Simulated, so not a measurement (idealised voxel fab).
process module | voxel ribs on slabs
cross-section cut | 210 nm wide | cells 5 nm
A cross-section is a grid of square cells, given in bands from the top down. A band is one or more rows of cells.
Each band's line starts with the height of the band's top and of its bottom, in nm. Then come its materials from left to right, each with its width in nm. One material with "throughout" fills the band from edge to edge. "air" is empty space.
Height 0 is the level under which the wafer as received is all one material. The lowest band goes on downwards, as in "0 down".
A width such as "30 to 40" changes by the same amount from each row of cells to the next, from the band's top row to its bottom row.
"no change" after a step means that no cell of the cross-section changed.
closed voids: empty space of 8 cells or more with no open way to the top, each as width x height at its distance from the left edge, in nm
after a step's settings: what the simulator itself notes on the step
overlay nm, on a step with a mask: how far to the right of its planned place the mask lay; to the left if negative
plan
1 op RECEIVE | material Si
2 op DIRECTIONAL_DEP | material SiO2 | thk nm 25
3 op DIRECTIONAL_DEP | material SiN | thk nm 25
4 op DIRECTIONAL_DEP | material aC | thk nm 10
5 op PATTERN | tone cover | mask id RIB | material resist | width nm 15 | thk nm 25 | overlay nm 0
6 op DIRECTIONAL_ETCH | etch materials aC | depth nm 10
7 op STRIP | etch materials resist
8 op DIRECTIONAL_ETCH | etch materials SiN | depth nm 20
9 op STRIP | etch materials aC
10 op PATTERN | tone cover | mask id SLAB | material resist | width nm 45 | thk nm 15 | overlay nm 0
11 op DIRECTIONAL_ETCH | etch materials SiN | depth nm 5
12 op STRIP | etch materials resist
13 op FILL_DEP | material SiO2 | thk nm 20
14 op CMP | height nm 60
15 op DIRECTIONAL_DEP | material W | thk nm 10
16 op MASKED_ETCH | tone cover | mask id HEATER | width nm 25 | etch materials W | depth nm 10 | overlay nm 0
17 op CONFORMAL_DEP | material SiO2 | thk nm 5
as received, after step 1
  0 down: Si throughout
  closed voids: none
first wafer at the end, as planned
  75 to 70: air 85 | SiO2 35 | air 90
  70 to 65: air 85 | SiO2 5 | W 25 | SiO2 5 | air 90
  65 to 60: SiO2 90 | W 25 | SiO2 95
  60 to 50: SiO2 throughout
  50 to 30: SiO2 95 | SiN 15 | SiO2 100
  30 to 25: SiO2 80 | SiN 45 | SiO2 85
  25 to 0: SiO2 throughout
  0 down: Si throughout
  closed voids: none
second wafer at the end: like start, like plan, one mistake
  75 to 70: air 85 | SiO2 35 | air 90
  70 to 65: SiO2 90 | W 25 | SiO2 95
  65 to 60: W throughout
  60 to 50: SiO2 throughout
  50 to 30: SiO2 95 | SiN 15 | SiO2 100
  30 to 25: SiO2 80 | SiN 45 | SiO2 85
  25 to 0: SiO2 throughout
  0 down: Si throughout
  closed voids: none
what went wrong: step 16 ran as: op MASKED_ETCH | tone cover | mask id HEATER | width nm 25 | etch materials W | depth nm 5 | overlay nm 0
at the end the second wafer has, in cells: 2 fewer of SiO2 | 37 more of W
